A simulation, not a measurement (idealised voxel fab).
Process module in this document: voxel lift off
Cross-section cut spans 190 nm and uses square cells 5 nm in size.
In what follows, cross-sections appear as grids of square cells, described through bands that run from the top down, where every band is one or more rows of cells. Quick guide to a band line: top height, bottom height (nm) up front; then every material left to right with its width in nm. Only one material and it's marked "everywhere"? Then it fills the band edge to edge. And "blank" just means empty space. Heights are reckoned from 0. Under this level, the received wafer is all of one material. The bottommost band is open-ended downward, for example "z 0 and below". A width such as "30->40" changes by the same amount from each row of cells to the next, from the band's top row to its bottom row. "no modification" (step): cross-section cells unchanged, all of them. Enclosed void inventory: empty space of 8 cells or more with no open way to the top, each as width x height at its distance from the left edge, in nm. If you see something after the settings on a step's line, that's the simulator's own remark about that step. "overlay nm" denotes, for a step that has a mask, the displacement of the mask to the right of its planned place, with negative values corresponding to the left.

# The planned process steps are enumerated hereunder
| 1 | op RECEIVE | material Si |
| 2 | op CONFORMAL_DEP | material SiN | thk nm 15 |
| 3 | op PATTERN | tone open | mask id LINES | material resist | width nm 15 | pitch nm 55 | thk nm 20 | overlay nm 0 |
| 4 | op DIRECTIONAL_DEP | material Ru | thk nm 5 |
| 5 | op STRIP | etch materials resist |
| 6 | op CONFORMAL_DEP | material SiCN | thk nm 5 |
The width nm used in step 3 is not the same on every wafer, whereas the starting condition is; the value printed in the plan is the first wafer's.

# Cross-section of the first of several received wafers, showing its state after step 1
  z 0 and below | Si everywhere
  Enclosed void inventory: none

# End-of-module cross-section, first of several wafers, after last step 6
  z 25 to 20 | blank 25; SiCN 25; blank 30; SiCN 25; blank 30; SiCN 25; blank 30
  z 20 to 15 | SiCN 30; Ru 15; SiCN 40; Ru 15; SiCN 40; Ru 15; SiCN 35
  z 15 to 0 | SiN everywhere
  z 0 and below | Si everywhere
  Enclosed void inventory: none

# Cross-sectional depiction of the last of several wafers upon completion of the module
  z 25 to 20 | blank 15; SiCN 50; blank 5; SiCN 50; blank 5; SiCN 50; blank 15
  z 20 to 15 | SiCN 20; Ru 40; SiCN 15; Ru 40; SiCN 15; Ru 40; SiCN 20
  z 15 to 0 | SiN everywhere
  z 0 and below | Si everywhere
  Enclosed void inventory: none

# Here is how to read the rows: every wafer has a row, and it shows the wafer at the end of the module, giving for each material how many cells were gained (+) or lost (-) since the wafer was received, then listing its closed voids
width nm 15; +9 Ru; +44 SiCN; +114 SiN; Enclosed void inventory: none
width nm 20; +12 Ru; +44 SiCN; +114 SiN; Enclosed void inventory: none
width nm 25; +15 Ru; +44 SiCN; +114 SiN; Enclosed void inventory: none
width nm 30; +18 Ru; +44 SiCN; +114 SiN; Enclosed void inventory: none
width nm 35; +21 Ru; +44 SiCN; +114 SiN; Enclosed void inventory: none
width nm 40; +24 Ru; +44 SiCN; +114 SiN; Enclosed void inventory: none
